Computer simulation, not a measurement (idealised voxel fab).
process module | voxel self aligned contacts
cross-section cut | 225 nm wide | cells 5 nm
A cross-section is a grid of square cells, given in bands from the top down. A band is one or more rows of cells.
Each band's line starts with the height of the band's top and of its bottom, in nm. Then come its materials from left to right, each with its width in nm. One material with "throughout" fills the band from edge to edge. "air" is empty space.
Height 0 is the level under which the wafer as received is all one material. The lowest band goes on downwards, as in "0 down".
A width such as "30 to 40" changes by the same amount from each row of cells to the next, from the band's top row to its bottom row.
"no change" after a step means that no cell of the cross-section changed.
closed voids: empty space of 8 cells or more with no open way to the top, each as width x height at its distance from the left edge, in nm
after a step's settings: what the simulator itself notes on the step
overlay nm, on a step with a mask: how far to the right of its planned place the mask lay; to the left if negative
plan
1 op RECEIVE | material Si
2 op OXIDIZE | depth nm 5
3 op DIRECTIONAL_DEP | material polySi | thk nm 30
4 op DIRECTIONAL_DEP | material SiN | thk nm 25
5 op MASKED_ETCH | tone cover | mask id GATE | width nm 30 | pitch nm 75 | etch materials SiN | depth nm 25 | overlay nm 0
6 op MASKED_ETCH | tone cover | mask id GATE | width nm 30 | pitch nm 75 | etch materials polySi | depth nm 30 | overlay nm 0
7 op CONFORMAL_DEP | material SiN | thk nm 10
8 op DIRECTIONAL_ETCH | etch materials SiN | depth nm 10
9 op FILL_DEP | material SiO2 | thk nm 10
10 op CMP | height nm 60
11 op PATTERN | tone open | mask id CONTACT | material resist | width nm 55 | pitch nm 75 | thk nm 15 | overlay nm -15
12 op DIRECTIONAL_ETCH | etch materials SiO2 | depth nm 65
13 op STRIP | etch materials resist
14 op CONFORMAL_DEP | material TiN | thk nm 5
15 op FILL_DEP | material Ru | thk nm 5
16 op CMP | height nm 60
17 op CONFORMAL_DEP | material SiCN | thk nm 5
varied across the wafers: overlay nm of step 11. The plan shows the first wafer's value. All wafers start alike
first wafer as received, after step 1
  0 down: Si throughout
  closed voids: none
each wafer at the end: cells of each material gained (+) or lost (-) since it was received, then its closed voids
overlay nm -15 | +72 Ru | -45 Si | +45 SiCN | +222 SiN | +113 SiO2 | +70 TiN | +108 polySi | closed voids: none
overlay nm -10 | +72 Ru | -45 Si | +45 SiCN | +222 SiN | +113 SiO2 | +70 TiN | +108 polySi | closed voids: none
overlay nm -5 | +72 Ru | -45 Si | +45 SiCN | +222 SiN | +113 SiO2 | +70 TiN | +108 polySi | closed voids: none
overlay nm 0 | +72 Ru | -45 Si | +45 SiCN | +222 SiN | +113 SiO2 | +70 TiN | +108 polySi | closed voids: none
overlay nm 5 | +72 Ru | -45 Si | +45 SiCN | +222 SiN | +113 SiO2 | +70 TiN | +108 polySi | closed voids: none
overlay nm 10 | +72 Ru | -45 Si | +45 SiCN | +222 SiN | +113 SiO2 | +70 TiN | +108 polySi | closed voids: none
overlay nm 15 | +72 Ru | -45 Si | +45 SiCN | +222 SiN | +113 SiO2 | +70 TiN | +108 polySi | closed voids: none
